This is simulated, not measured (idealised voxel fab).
process module | voxel transistor to metal
cross-section cut | 280 nm wide | cells 5 nm
A cross-section is a grid of square cells, given in bands from the top down. A band is one or more rows of cells.
Each band's line starts with the height of the band's top and of its bottom, in nm. Then come its materials from left to right, each with its width in nm. One material with "throughout" fills the band from edge to edge. "air" is empty space.
Height 0 is the level under which the wafer as received is all one material. The lowest band goes on downwards, as in "0 down".
A width such as "30 to 40" changes by the same amount from each row of cells to the next, from the band's top row to its bottom row.
"no change" after a step means that no cell of the cross-section changed.
closed voids: empty space of 8 cells or more with no open way to the top, each as width x height at its distance from the left edge, in nm
after a step's settings: what the simulator itself notes on the step
overlay nm, on a step with a mask: how far to the right of its planned place the mask lay; to the left if negative
plan
1 op RECEIVE | material Si
2 op OXIDIZE | depth nm 5
3 op CONFORMAL_DEP | material SiN | thk nm 15
4 op DIRECTIONAL_DEP | material aC | thk nm 10
5 op PATTERN | tone cover | mask id ACTIVE | material resist | width nm 100 | pitch nm 125 | thk nm 30 | overlay nm 0
6 op DIRECTIONAL_ETCH | etch materials aC | depth nm 10
7 op STRIP | etch materials resist
8 op DIRECTIONAL_ETCH | etch materials SiN | depth nm 15
9 op DIRECTIONAL_ETCH | etch materials SiO2 | depth nm 5
10 op DIRECTIONAL_ETCH | etch materials Si | depth nm 35
11 op STRIP | etch materials aC
12 op OXIDIZE | depth nm 5
13 op FILL_DEP | material SiO2 | thk nm 5
14 op CMP | height nm 15
15 op SELECTIVE_ETCH | etch materials SiO2 | depth nm 15
16 op STRIP | etch materials SiN
17 op SELECTIVE_ETCH | etch materials SiO2 | depth nm 5
18 op OXIDIZE | depth nm 5
19 op DIRECTIONAL_DEP | material polySi | thk nm 20
20 op DIRECTIONAL_DEP | material SiCN | thk nm 15
21 op DIRECTIONAL_DEP | material aC | thk nm 10
22 op PATTERN | tone cover | mask id GATE | material resist | width nm 20 | pitch nm 125 | thk nm 30 | overlay nm 0
23 op DIRECTIONAL_ETCH | etch materials aC | depth nm 10
24 op STRIP | etch materials resist
25 op DIRECTIONAL_ETCH | etch materials SiCN | depth nm 25
26 op DIRECTIONAL_ETCH | etch materials polySi | depth nm 30
27 op STRIP | etch materials aC
28 op CONFORMAL_DEP | material SiO2 | thk nm 5
29 op DIRECTIONAL_ETCH | etch materials SiO2 | depth nm 5
30 op CONFORMAL_DEP | material SiN | thk nm 10
31 op DIRECTIONAL_ETCH | etch materials SiN | depth nm 10
32 op DIRECTIONAL_ETCH | etch materials SiO2 | depth nm 5
33 op DIRECTIONAL_ETCH | etch materials Si | depth nm 5
34 op EPI | material SiGe | thk nm 10
35 op FILL_DEP | material SiO2 | thk nm 10
36 op CMP | height nm 30
37 op DIRECTIONAL_DEP | material SiO2 | thk nm 15
38 op DIRECTIONAL_DEP | material aC | thk nm 15
39 op PATTERN | tone open | mask id CONTACT | material resist | width nm 25 | thk nm 35 | overlay nm 0
40 op DIRECTIONAL_ETCH | etch materials aC | depth nm 15
41 op STRIP | etch materials resist
42 op DIRECTIONAL_ETCH | etch materials SiO2 | depth nm 50
43 op STRIP | etch materials aC
44 op CONFORMAL_DEP | material TiN | thk nm 5
45 op FILL_DEP | material Ru | thk nm 10
46 op CMP | height nm 45
47 op DIRECTIONAL_DEP | material TiN | thk nm 5
48 op DIRECTIONAL_DEP | material Ru | thk nm 15
49 op DIRECTIONAL_DEP | material aC | thk nm 10
50 op PATTERN | tone cover | mask id METAL_1 | material resist | width nm 15 | thk nm 25 | overlay nm 0
51 op DIRECTIONAL_ETCH | etch materials aC | depth nm 10
52 op STRIP | etch materials resist
53 op DIRECTIONAL_ETCH | etch materials Ru | depth nm 15
54 op DIRECTIONAL_ETCH | etch materials TiN | depth nm 5
55 op STRIP | etch materials aC
56 op CONFORMAL_DEP | material SiCN | thk nm 5
57 op FILL_DEP | material lowk | thk nm 10
58 op CMP | height nm 65
59 op CONFORMAL_DEP | material SiN | thk nm 5
first wafer, as planned
as received, after step 1
  0 down: Si throughout
  closed voids: none
after step 2
  0 to -5: SiO2 throughout
  below -5: unchanged
after step 3
  15 to 0: SiN throughout
  below 0: unchanged
after step 4
  25 to 15: aC throughout
  below 15: unchanged
after step 5
  55 to 25: air 25 | resist 100 | air 25 | resist 100 | air 30
  below 25: unchanged
after step 6
  45 to 25: air 25 | resist 100 | air 25 | resist 100 | air 30
  25 to 15: air 25 | aC 100 | air 25 | aC 100 | air 30
  below 15: unchanged
after step 7
  25 to 15: air 25 | aC 100 | air 25 | aC 100 | air 30
  below 15: unchanged
after step 8
  25 to 15: air 25 | aC 100 | air 25 | aC 100 | air 30
  15 to 0: air 25 | SiN 100 | air 25 | SiN 100 | air 30
  below 0: unchanged
after step 9
  25 to 15: air 25 | aC 100 | air 25 | aC 100 | air 30
  15 to 0: air 25 | SiN 100 | air 25 | SiN 100 | air 30
  0 to -5: air 25 | SiO2 100 | air 25 | SiO2 100 | air 30
  below -5: unchanged
after step 10
  25 to 15: air 25 | aC 100 | air 25 | aC 100 | air 30
  15 to 0: air 25 | SiN 100 | air 25 | SiN 100 | air 30
  0 to -5: air 25 | SiO2 100 | air 25 | SiO2 100 | air 30
  -5 to -40: air 25 | Si 100 | air 25 | Si 100 | air 30
  below -40: unchanged
after step 11
  15 to 0: air 25 | SiN 100 | air 25 | SiN 100 | air 30
  below 0: unchanged
after step 12
  15 to 0: air 25 | SiN 100 | air 25 | SiN 100 | air 30
  0 to -5: air 25 | SiO2 100 | air 25 | SiO2 100 | air 30
  -5 to -40: air 25 | SiO2 5 | Si 90 | SiO2 5 | air 25 | SiO2 5 | Si 90 | SiO2 5 | air 30
  -40 to -45: SiO2 30 | Si 90 | SiO2 35 | Si 90 | SiO2 35
  below -45: unchanged
after step 13
  20 to 15: SiO2 throughout
  15 to 0: SiO2 25 | SiN 100 | SiO2 25 | SiN 100 | SiO2 30
  0 to -5: SiO2 throughout
  -5 to -45: SiO2 30 | Si 90 | SiO2 35 | Si 90 | SiO2 35
  below -45: unchanged
after step 14
  15 to 0: SiO2 25 | SiN 100 | SiO2 25 | SiN 100 | SiO2 30
  below 0: unchanged
after step 15
  15 to 0: air 25 | SiN 100 | air 25 | SiN 100 | air 30
  below 0: unchanged
after step 16
  0 to -5: SiO2 throughout
  below -5: unchanged
after step 17
  -5 to -45: SiO2 30 | Si 90 | SiO2 35 | Si 90 | SiO2 35
  below -45: unchanged
after step 18
  -5 to -10: SiO2 throughout
  below -10: unchanged
after step 19
  15 to -5: polySi throughout
  below -5: unchanged
after step 20
  30 to 15: SiCN throughout
  below 15: unchanged
after step 21
  40 to 30: aC throughout
  below 30: unchanged
after step 22
  70 to 40: air 65 | resist 20 | air 105 | resist 20 | air 70
  below 40: unchanged
after step 23
  60 to 40: air 65 | resist 20 | air 105 | resist 20 | air 70
  40 to 30: air 65 | aC 20 | air 105 | aC 20 | air 70
  below 30: unchanged
after step 24
  40 to 30: air 65 | aC 20 | air 105 | aC 20 | air 70
  below 30: unchanged
after step 25
  40 to 30: air 65 | aC 20 | air 105 | aC 20 | air 70
  30 to 15: air 65 | SiCN 20 | air 105 | SiCN 20 | air 70
  below 15: unchanged
after step 26
  40 to 30: air 65 | aC 20 | air 105 | aC 20 | air 70
  30 to 15: air 65 | SiCN 20 | air 105 | SiCN 20 | air 70
  15 to -5: air 65 | polySi 20 | air 105 | polySi 20 | air 70
  below -5: unchanged
after step 27
  30 to 15: air 65 | SiCN 20 | air 105 | SiCN 20 | air 70
  below 15: unchanged
after step 28
  35 to 30: air 60 | SiO2 30 | air 95 | SiO2 30 | air 65
  30 to 15: air 60 | SiO2 5 | SiCN 20 | SiO2 5 | air 95 | SiO2 5 | SiCN 20 | SiO2 5 | air 65
  15 to 0: air 60 | SiO2 5 | polySi 20 | SiO2 5 | air 95 | SiO2 5 | polySi 20 | SiO2 5 | air 65
  0 to -5: SiO2 65 | polySi 20 | SiO2 105 | polySi 20 | SiO2 70
  below -5: unchanged
after step 29
  30 to 15: air 60 | SiO2 5 | SiCN 20 | SiO2 5 | air 95 | SiO2 5 | SiCN 20 | SiO2 5 | air 65
  15 to -5: air 60 | SiO2 5 | polySi 20 | SiO2 5 | air 95 | SiO2 5 | polySi 20 | SiO2 5 | air 65
  below -5: unchanged
after step 30
  40 to 30: air 50 | SiN 50 | air 75 | SiN 50 | air 55
  30 to 15: air 50 | SiN 10 | SiO2 5 | SiCN 20 | SiO2 5 | SiN 10 | air 75 | SiN 10 | SiO2 5 | SiCN 20 | SiO2 5 | SiN 10 | air 55
  15 to 5: air 50 | SiN 10 | SiO2 5 | polySi 20 | SiO2 5 | SiN 10 | air 75 | SiN 10 | SiO2 5 | polySi 20 | SiO2 5 | SiN 10 | air 55
  5 to -5: SiN 60 | SiO2 5 | polySi 20 | SiO2 5 | SiN 95 | SiO2 5 | polySi 20 | SiO2 5 | SiN 65
  below -5: unchanged
after step 31
  30 to 15: air 50 | SiN 10 | SiO2 5 | SiCN 20 | SiO2 5 | SiN 10 | air 75 | SiN 10 | SiO2 5 | SiCN 20 | SiO2 5 | SiN 10 | air 55
  15 to -5: air 50 | SiN 10 | SiO2 5 | polySi 20 | SiO2 5 | SiN 10 | air 75 | SiN 10 | SiO2 5 | polySi 20 | SiO2 5 | SiN 10 | air 55
  below -5: unchanged
after step 32
  30 to 25: air 50 | SiN 10 | air 5 | SiCN 20 | air 5 | SiN 10 | air 75 | SiN 10 | air 5 | SiCN 20 | air 5 | SiN 10 | air 55
  25 to 15: air 50 | SiN 10 | SiO2 5 | SiCN 20 | SiO2 5 | SiN 10 | air 75 | SiN 10 | SiO2 5 | SiCN 20 | SiO2 5 | SiN 10 | air 55
  15 to -5: air 50 | SiN 10 | SiO2 5 | polySi 20 | SiO2 5 | SiN 10 | air 75 | SiN 10 | SiO2 5 | polySi 20 | SiO2 5 | SiN 10 | air 55
  -5 to -10: air 50 | SiO2 50 | air 75 | SiO2 50 | air 55
  below -10: unchanged
after step 33
  30 to 25: air 50 | SiN 10 | air 5 | SiCN 20 | air 5 | SiN 10 | air 75 | SiN 10 | air 5 | SiCN 20 | air 5 | SiN 10 | air 55
  25 to 15: air 50 | SiN 10 | SiO2 5 | SiCN 20 | SiO2 5 | SiN 10 | air 75 | SiN 10 | SiO2 5 | SiCN 20 | SiO2 5 | SiN 10 | air 55
  15 to -5: air 50 | SiN 10 | SiO2 5 | polySi 20 | SiO2 5 | SiN 10 | air 75 | SiN 10 | SiO2 5 | polySi 20 | SiO2 5 | SiN 10 | air 55
  -5 to -10: air 50 | SiO2 50 | air 75 | SiO2 50 | air 55
  -10 to -15: SiO2 30 | air 20 | Si 50 | air 20 | SiO2 35 | air 20 | Si 50 | air 20 | SiO2 35
  below -15: unchanged
after step 34
  30 to 25: air 50 | SiN 10 | air 5 | SiCN 20 | air 5 | SiN 10 | air 75 | SiN 10 | air 5 | SiCN 20 | air 5 | SiN 10 | air 55
  25 to 15: air 50 | SiN 10 | SiO2 5 | SiCN 20 | SiO2 5 | SiN 10 | air 75 | SiN 10 | SiO2 5 | SiCN 20 | SiO2 5 | SiN 10 | air 55
  15 to 0: air 50 | SiN 10 | SiO2 5 | polySi 20 | SiO2 5 | SiN 10 | air 75 | SiN 10 | SiO2 5 | polySi 20 | SiO2 5 | SiN 10 | air 55
  0 to -5: air 40 | SiGe 10 | SiN 10 | SiO2 5 | polySi 20 | SiO2 5 | SiN 10 | SiGe 10 | air 55 | SiGe 10 | SiN 10 | SiO2 5 | polySi 20 | SiO2 5 | SiN 10 | SiGe 10 | air 45
  -5 to -10: air 25 | SiGe 25 | SiO2 50 | SiGe 25 | air 25 | SiGe 25 | SiO2 50 | SiGe 25 | air 30
  -10 to -15: SiO2 30 | SiGe 20 | Si 50 | SiGe 20 | SiO2 35 | SiGe 20 | Si 50 | SiGe 20 | SiO2 35
  below -15: unchanged
after step 35
  40 to 30: SiO2 throughout
  30 to 15: SiO2 50 | SiN 10 | SiO2 5 | SiCN 20 | SiO2 5 | SiN 10 | SiO2 75 | SiN 10 | SiO2 5 | SiCN 20 | SiO2 5 | SiN 10 | SiO2 55
  15 to 0: SiO2 50 | SiN 10 | SiO2 5 | polySi 20 | SiO2 5 | SiN 10 | SiO2 75 | SiN 10 | SiO2 5 | polySi 20 | SiO2 5 | SiN 10 | SiO2 55
  0 to -5: SiO2 40 | SiGe 10 | SiN 10 | SiO2 5 | polySi 20 | SiO2 5 | SiN 10 | SiGe 10 | SiO2 55 | SiGe 10 | SiN 10 | SiO2 5 | polySi 20 | SiO2 5 | SiN 10 | SiGe 10 | SiO2 45
  -5 to -10: SiO2 25 | SiGe 25 | SiO2 50 | SiGe 25 | SiO2 25 | SiGe 25 | SiO2 50 | SiGe 25 | SiO2 30
  below -10: unchanged
after step 36
  30 to 15: SiO2 50 | SiN 10 | SiO2 5 | SiCN 20 | SiO2 5 | SiN 10 | SiO2 75 | SiN 10 | SiO2 5 | SiCN 20 | SiO2 5 | SiN 10 | SiO2 55
  below 15: unchanged
after step 37
  45 to 30: SiO2 throughout
  below 30: unchanged
after step 38
  60 to 45: aC throughout
  below 45: unchanged
after step 39
  95 to 60: resist 35 | air 25 | resist 30 | air 25 | resist 45 | air 25 | resist 30 | air 25 | resist 40
  below 60: unchanged
after step 40
  80 to 60: resist 35 | air 25 | resist 30 | air 25 | resist 45 | air 25 | resist 30 | air 25 | resist 40
  60 to 45: aC 35 | air 25 | aC 30 | air 25 | aC 45 | air 25 | aC 30 | air 25 | aC 40
  below 45: unchanged
after step 41
  60 to 45: aC 35 | air 25 | aC 30 | air 25 | aC 45 | air 25 | aC 30 | air 25 | aC 40
  below 45: unchanged
after step 42
  60 to 45: aC 35 | air 25 | aC 30 | air 25 | aC 45 | air 25 | aC 30 | air 25 | aC 40
  45 to 30: SiO2 35 | air 25 | SiO2 30 | air 25 | SiO2 45 | air 25 | SiO2 30 | air 25 | SiO2 40
  30 to 15: SiO2 35 | air 15 | SiN 10 | SiO2 5 | SiCN 20 | SiO2 5 | SiN 10 | air 15 | SiO2 45 | air 15 | SiN 10 | SiO2 5 | SiCN 20 | SiO2 5 | SiN 10 | air 15 | SiO2 40
  15 to 0: SiO2 35 | air 15 | SiN 10 | SiO2 5 | polySi 20 | SiO2 5 | SiN 10 | air 15 | SiO2 45 | air 15 | SiN 10 | SiO2 5 | polySi 20 | SiO2 5 | SiN 10 | air 15 | SiO2 40
  0 to -5: SiO2 35 | air 5 | SiGe 10 | SiN 10 | SiO2 5 | polySi 20 | SiO2 5 | SiN 10 | SiGe 10 | air 5 | SiO2 45 | air 5 | SiGe 10 | SiN 10 | SiO2 5 | polySi 20 | SiO2 5 | SiN 10 | SiGe 10 | air 5 | SiO2 40
  below -5: unchanged
after step 43
  45 to 30: SiO2 35 | air 25 | SiO2 30 | air 25 | SiO2 45 | air 25 | SiO2 30 | air 25 | SiO2 40
  below 30: unchanged
after step 44
  50 to 45: TiN 40 | air 15 | TiN 40 | air 15 | TiN 55 | air 15 | TiN 40 | air 15 | TiN 45
  45 to 35: SiO2 35 | TiN 5 | air 15 | TiN 5 | SiO2 30 | TiN 5 | air 15 | TiN 5 | SiO2 45 | TiN 5 | air 15 | TiN 5 | SiO2 30 | TiN 5 | air 15 | TiN 5 | SiO2 40
  35 to 30: SiO2 35 | TiN 5 | air 5 | TiN 15 | SiO2 30 | TiN 15 | air 5 | TiN 5 | SiO2 45 | TiN 5 | air 5 | TiN 15 | SiO2 30 | TiN 15 | air 5 | TiN 5 | SiO2 40
  30 to 15: SiO2 35 | TiN 5 | air 5 | TiN 5 | SiN 10 | SiO2 5 | SiCN 20 | SiO2 5 | SiN 10 | TiN 5 | air 5 | TiN 5 | SiO2 45 | TiN 5 | air 5 | TiN 5 | SiN 10 | SiO2 5 | SiCN 20 | SiO2 5 | SiN 10 | TiN 5 | air 5 | TiN 5 | SiO2 40
  15 to 5: SiO2 35 | TiN 5 | air 5 | TiN 5 | SiN 10 | SiO2 5 | polySi 20 | SiO2 5 | SiN 10 | TiN 5 | air 5 | TiN 5 | SiO2 45 | TiN 5 | air 5 | TiN 5 | SiN 10 | SiO2 5 | polySi 20 | SiO2 5 | SiN 10 | TiN 5 | air 5 | TiN 5 | SiO2 40
  5 to 0: SiO2 35 | TiN 15 | SiN 10 | SiO2 5 | polySi 20 | SiO2 5 | SiN 10 | TiN 15 | SiO2 45 | TiN 15 | SiN 10 | SiO2 5 | polySi 20 | SiO2 5 | SiN 10 | TiN 15 | SiO2 40
  0 to -5: SiO2 35 | TiN 5 | SiGe 10 | SiN 10 | SiO2 5 | polySi 20 | SiO2 5 | SiN 10 | SiGe 10 | TiN 5 | SiO2 45 | TiN 5 | SiGe 10 | SiN 10 | SiO2 5 | polySi 20 | SiO2 5 | SiN 10 | SiGe 10 | TiN 5 | SiO2 40
  below -5: unchanged
after step 45
  60 to 50: Ru throughout
  50 to 45: TiN 40 | Ru 15 | TiN 40 | Ru 15 | TiN 55 | Ru 15 | TiN 40 | Ru 15 | TiN 45
  45 to 35: SiO2 35 | TiN 5 | Ru 15 | TiN 5 | SiO2 30 | TiN 5 | Ru 15 | TiN 5 | SiO2 45 | TiN 5 | Ru 15 | TiN 5 | SiO2 30 | TiN 5 | Ru 15 | TiN 5 | SiO2 40
  35 to 30: SiO2 35 | TiN 5 | Ru 5 | TiN 15 | SiO2 30 | TiN 15 | Ru 5 | TiN 5 | SiO2 45 | TiN 5 | Ru 5 | TiN 15 | SiO2 30 | TiN 15 | Ru 5 | TiN 5 | SiO2 40
  30 to 15: SiO2 35 | TiN 5 | Ru 5 | TiN 5 | SiN 10 | SiO2 5 | SiCN 20 | SiO2 5 | SiN 10 | TiN 5 | Ru 5 | TiN 5 | SiO2 45 | TiN 5 | Ru 5 | TiN 5 | SiN 10 | SiO2 5 | SiCN 20 | SiO2 5 | SiN 10 | TiN 5 | Ru 5 | TiN 5 | SiO2 40
  15 to 5: SiO2 35 | TiN 5 | Ru 5 | TiN 5 | SiN 10 | SiO2 5 | polySi 20 | SiO2 5 | SiN 10 | TiN 5 | Ru 5 | TiN 5 | SiO2 45 | TiN 5 | Ru 5 | TiN 5 | SiN 10 | SiO2 5 | polySi 20 | SiO2 5 | SiN 10 | TiN 5 | Ru 5 | TiN 5 | SiO2 40
  below 5: unchanged
after step 46
  45 to 35: SiO2 35 | TiN 5 | Ru 15 | TiN 5 | SiO2 30 | TiN 5 | Ru 15 | TiN 5 | SiO2 45 | TiN 5 | Ru 15 | TiN 5 | SiO2 30 | TiN 5 | Ru 15 | TiN 5 | SiO2 40
  below 35: unchanged
after step 47
  50 to 45: TiN throughout
  below 45: unchanged
after step 48
  65 to 50: Ru throughout
  below 50: unchanged
after step 49
  75 to 65: aC throughout
  below 65: unchanged
after step 50
  100 to 75: air 35 | resist 15 | air 50 | resist 15 | air 45 | resist 15 | air 50 | resist 15 | air 40
  below 75: unchanged
after step 51
  90 to 75: air 35 | resist 15 | air 50 | resist 15 | air 45 | resist 15 | air 50 | resist 15 | air 40
  75 to 65: air 35 | aC 15 | air 50 | aC 15 | air 45 | aC 15 | air 50 | aC 15 | air 40
  below 65: unchanged
after step 52
  75 to 65: air 35 | aC 15 | air 50 | aC 15 | air 45 | aC 15 | air 50 | aC 15 | air 40
  below 65: unchanged
after step 53
  75 to 65: air 35 | aC 15 | air 50 | aC 15 | air 45 | aC 15 | air 50 | aC 15 | air 40
  65 to 50: air 35 | Ru 15 | air 50 | Ru 15 | air 45 | Ru 15 | air 50 | Ru 15 | air 40
  below 50: unchanged
after step 54
  75 to 65: air 35 | aC 15 | air 50 | aC 15 | air 45 | aC 15 | air 50 | aC 15 | air 40
  65 to 50: air 35 | Ru 15 | air 50 | Ru 15 | air 45 | Ru 15 | air 50 | Ru 15 | air 40
  50 to 45: air 35 | TiN 15 | air 50 | TiN 15 | air 45 | TiN 15 | air 50 | TiN 15 | air 40
  below 45: unchanged
after step 55
  65 to 50: air 35 | Ru 15 | air 50 | Ru 15 | air 45 | Ru 15 | air 50 | Ru 15 | air 40
  below 50: unchanged
after step 56
  70 to 65: air 30 | SiCN 25 | air 40 | SiCN 25 | air 35 | SiCN 25 | air 40 | SiCN 25 | air 35
  65 to 50: air 30 | SiCN 5 | Ru 15 | SiCN 5 | air 40 | SiCN 5 | Ru 15 | SiCN 5 | air 35 | SiCN 5 | Ru 15 | SiCN 5 | air 40 | SiCN 5 | Ru 15 | SiCN 5 | air 35
  50 to 45: SiCN 35 | TiN 15 | SiCN 50 | TiN 15 | SiCN 45 | TiN 15 | SiCN 50 | TiN 15 | SiCN 40
  below 45: unchanged
after step 57
  80 to 70: lowk throughout
  70 to 65: lowk 30 | SiCN 25 | lowk 40 | SiCN 25 | lowk 35 | SiCN 25 | lowk 40 | SiCN 25 | lowk 35
  65 to 50: lowk 30 | SiCN 5 | Ru 15 | SiCN 5 | lowk 40 | SiCN 5 | Ru 15 | SiCN 5 | lowk 35 | SiCN 5 | Ru 15 | SiCN 5 | lowk 40 | SiCN 5 | Ru 15 | SiCN 5 | lowk 35
  below 50: unchanged
after step 58
  65 to 50: lowk 30 | SiCN 5 | Ru 15 | SiCN 5 | lowk 40 | SiCN 5 | Ru 15 | SiCN 5 | lowk 35 | SiCN 5 | Ru 15 | SiCN 5 | lowk 40 | SiCN 5 | Ru 15 | SiCN 5 | lowk 35
  below 50: unchanged
after step 59
  70 to 65: SiN throughout
  below 65: unchanged
second wafer: like start, like plan, one mistake. Through step 38 it matches the first wafer
when step 39 should have ended
  95 to 60: resist 45 | air 25 | resist 30 | air 25 | resist 45 | air 25 | resist 30 | air 25 | resist 30
  below 60: unchanged
when step 40 should have ended
  80 to 60: resist 45 | air 25 | resist 30 | air 25 | resist 45 | air 25 | resist 30 | air 25 | resist 30
  60 to 45: aC 45 | air 25 | aC 30 | air 25 | aC 45 | air 25 | aC 30 | air 25 | aC 30
  below 45: unchanged
when step 41 should have ended
  60 to 45: aC 45 | air 25 | aC 30 | air 25 | aC 45 | air 25 | aC 30 | air 25 | aC 30
  below 45: unchanged
when step 42 should have ended
  60 to 45: aC 45 | air 25 | aC 30 | air 25 | aC 45 | air 25 | aC 30 | air 25 | aC 30
  45 to 30: SiO2 45 | air 25 | SiO2 30 | air 25 | SiO2 45 | air 25 | SiO2 30 | air 25 | SiO2 30
  30 to 15: SiO2 45 | air 5 | SiN 10 | air 5 | SiCN 20 | SiO2 5 | SiN 10 | air 25 | SiO2 45 | air 5 | SiN 10 | air 5 | SiCN 20 | SiO2 5 | SiN 10 | air 25 | SiO2 30
  15 to 0: SiO2 45 | air 5 | SiN 10 | air 5 | polySi 20 | SiO2 5 | SiN 10 | air 25 | SiO2 45 | air 5 | SiN 10 | air 5 | polySi 20 | SiO2 5 | SiN 10 | air 25 | SiO2 30
  0 to -5: SiO2 40 | SiGe 10 | SiN 10 | air 5 | polySi 20 | SiO2 5 | SiN 10 | SiGe 10 | air 15 | SiO2 40 | SiGe 10 | SiN 10 | air 5 | polySi 20 | SiO2 5 | SiN 10 | SiGe 10 | air 15 | SiO2 30
  below -5: unchanged
when step 43 should have ended
  45 to 30: SiO2 45 | air 25 | SiO2 30 | air 25 | SiO2 45 | air 25 | SiO2 30 | air 25 | SiO2 30
  below 30: unchanged
when step 44 should have ended
  50 to 45: TiN 50 | air 15 | TiN 40 | air 15 | TiN 55 | air 15 | TiN 40 | air 15 | TiN 35
  45 to 35: SiO2 45 | TiN 5 | air 15 | TiN 5 | SiO2 30 | TiN 5 | air 15 | TiN 5 | SiO2 45 | TiN 5 | air 15 | TiN 5 | SiO2 30 | TiN 5 | air 15 | TiN 5 | SiO2 30
  35 to 30: SiO2 45 | TiN 25 | SiO2 30 | TiN 5 | air 15 | TiN 5 | SiO2 45 | TiN 25 | SiO2 30 | TiN 5 | air 15 | TiN 5 | SiO2 30
  30 to 15: SiO2 45 | TiN 5 | SiN 10 | TiN 5 | SiCN 20 | SiO2 5 | SiN 10 | TiN 5 | air 15 | TiN 5 | SiO2 45 | TiN 5 | SiN 10 | TiN 5 | SiCN 20 | SiO2 5 | SiN 10 | TiN 5 | air 15 | TiN 5 | SiO2 30
  15 to 5: SiO2 45 | TiN 5 | SiN 10 | TiN 5 | polySi 20 | SiO2 5 | SiN 10 | TiN 5 | air 15 | TiN 5 | SiO2 45 | TiN 5 | SiN 10 | TiN 5 | polySi 20 | SiO2 5 | SiN 10 | TiN 5 | air 15 | TiN 5 | SiO2 30
  5 to 0: SiO2 45 | TiN 5 | SiN 10 | TiN 5 | polySi 20 | SiO2 5 | SiN 10 | TiN 15 | air 5 | TiN 5 | SiO2 45 | TiN 5 | SiN 10 | TiN 5 | polySi 20 | SiO2 5 | SiN 10 | TiN 15 | air 5 | TiN 5 | SiO2 30
  0 to -5: SiO2 40 | SiGe 10 | SiN 10 | TiN 5 | polySi 20 | SiO2 5 | SiN 10 | SiGe 10 | TiN 15 | SiO2 40 | SiGe 10 | SiN 10 | TiN 5 | polySi 20 | SiO2 5 | SiN 10 | SiGe 10 | TiN 15 | SiO2 30
  below -5: unchanged
when step 45 should have ended
  60 to 50: Ru throughout
  50 to 45: TiN 50 | Ru 15 | TiN 40 | Ru 15 | TiN 55 | Ru 15 | TiN 40 | Ru 15 | TiN 35
  45 to 35: SiO2 45 | TiN 5 | Ru 15 | TiN 5 | SiO2 30 | TiN 5 | Ru 15 | TiN 5 | SiO2 45 | TiN 5 | Ru 15 | TiN 5 | SiO2 30 | TiN 5 | Ru 15 | TiN 5 | SiO2 30
  35 to 30: SiO2 45 | TiN 25 | SiO2 30 | TiN 5 | Ru 15 | TiN 5 | SiO2 45 | TiN 25 | SiO2 30 | TiN 5 | Ru 15 | TiN 5 | SiO2 30
  30 to 15: SiO2 45 | TiN 5 | SiN 10 | TiN 5 | SiCN 20 | SiO2 5 | SiN 10 | TiN 5 | Ru 15 | TiN 5 | SiO2 45 | TiN 5 | SiN 10 | TiN 5 | SiCN 20 | SiO2 5 | SiN 10 | TiN 5 | Ru 15 | TiN 5 | SiO2 30
  15 to 5: SiO2 45 | TiN 5 | SiN 10 | TiN 5 | polySi 20 | SiO2 5 | SiN 10 | TiN 5 | Ru 15 | TiN 5 | SiO2 45 | TiN 5 | SiN 10 | TiN 5 | polySi 20 | SiO2 5 | SiN 10 | TiN 5 | Ru 15 | TiN 5 | SiO2 30
  5 to 0: SiO2 45 | TiN 5 | SiN 10 | TiN 5 | polySi 20 | SiO2 5 | SiN 10 | TiN 15 | Ru 5 | TiN 5 | SiO2 45 | TiN 5 | SiN 10 | TiN 5 | polySi 20 | SiO2 5 | SiN 10 | TiN 15 | Ru 5 | TiN 5 | SiO2 30
  below 0: unchanged
when step 46 should have ended
  45 to 35: SiO2 45 | TiN 5 | Ru 15 | TiN 5 | SiO2 30 | TiN 5 | Ru 15 | TiN 5 | SiO2 45 | TiN 5 | Ru 15 | TiN 5 | SiO2 30 | TiN 5 | Ru 15 | TiN 5 | SiO2 30
  below 35: unchanged
when step 47 should have ended
  50 to 45: TiN throughout
  below 45: unchanged
when step 48 should have ended
  65 to 50: Ru throughout
  below 50: unchanged
when step 49 should have ended
  75 to 65: aC throughout
  below 65: unchanged
when step 50 should have ended
  100 to 75: air 35 | resist 15 | air 50 | resist 15 | air 45 | resist 15 | air 50 | resist 15 | air 40
  below 75: unchanged
when step 51 should have ended
  90 to 75: air 35 | resist 15 | air 50 | resist 15 | air 45 | resist 15 | air 50 | resist 15 | air 40
  75 to 65: air 35 | aC 15 | air 50 | aC 15 | air 45 | aC 15 | air 50 | aC 15 | air 40
  below 65: unchanged
when step 52 should have ended
  75 to 65: air 35 | aC 15 | air 50 | aC 15 | air 45 | aC 15 | air 50 | aC 15 | air 40
  below 65: unchanged
when step 53 should have ended
  75 to 65: air 35 | aC 15 | air 50 | aC 15 | air 45 | aC 15 | air 50 | aC 15 | air 40
  65 to 50: air 35 | Ru 15 | air 50 | Ru 15 | air 45 | Ru 15 | air 50 | Ru 15 | air 40
  below 50: unchanged
when step 54 should have ended
  75 to 65: air 35 | aC 15 | air 50 | aC 15 | air 45 | aC 15 | air 50 | aC 15 | air 40
  65 to 50: air 35 | Ru 15 | air 50 | Ru 15 | air 45 | Ru 15 | air 50 | Ru 15 | air 40
  50 to 45: air 35 | TiN 15 | air 50 | TiN 15 | air 45 | TiN 15 | air 50 | TiN 15 | air 40
  below 45: unchanged
when step 55 should have ended
  65 to 50: air 35 | Ru 15 | air 50 | Ru 15 | air 45 | Ru 15 | air 50 | Ru 15 | air 40
  below 50: unchanged
when step 56 should have ended
  70 to 65: air 30 | SiCN 25 | air 40 | SiCN 25 | air 35 | SiCN 25 | air 40 | SiCN 25 | air 35
  65 to 50: air 30 | SiCN 5 | Ru 15 | SiCN 5 | air 40 | SiCN 5 | Ru 15 | SiCN 5 | air 35 | SiCN 5 | Ru 15 | SiCN 5 | air 40 | SiCN 5 | Ru 15 | SiCN 5 | air 35
  50 to 45: SiCN 35 | TiN 15 | SiCN 50 | TiN 15 | SiCN 45 | TiN 15 | SiCN 50 | TiN 15 | SiCN 40
  below 45: unchanged
when step 57 should have ended
  80 to 70: lowk throughout
  70 to 65: lowk 30 | SiCN 25 | lowk 40 | SiCN 25 | lowk 35 | SiCN 25 | lowk 40 | SiCN 25 | lowk 35
  65 to 50: lowk 30 | SiCN 5 | Ru 15 | SiCN 5 | lowk 40 | SiCN 5 | Ru 15 | SiCN 5 | lowk 35 | SiCN 5 | Ru 15 | SiCN 5 | lowk 40 | SiCN 5 | Ru 15 | SiCN 5 | lowk 35
  below 50: unchanged
when step 58 should have ended
  65 to 50: lowk 30 | SiCN 5 | Ru 15 | SiCN 5 | lowk 40 | SiCN 5 | Ru 15 | SiCN 5 | lowk 35 | SiCN 5 | Ru 15 | SiCN 5 | lowk 40 | SiCN 5 | Ru 15 | SiCN 5 | lowk 35
  below 50: unchanged
when step 59 should have ended
  70 to 65: SiN throughout
  below 65: unchanged
what went wrong: step 39 ran as: op PATTERN | tone open | mask id CONTACT | material resist | width nm 25 | thk nm 35 | overlay nm 10
at the end the second wafer has, in cells: 14 more of Ru | 16 fewer of SiO2 | 2 more of TiN
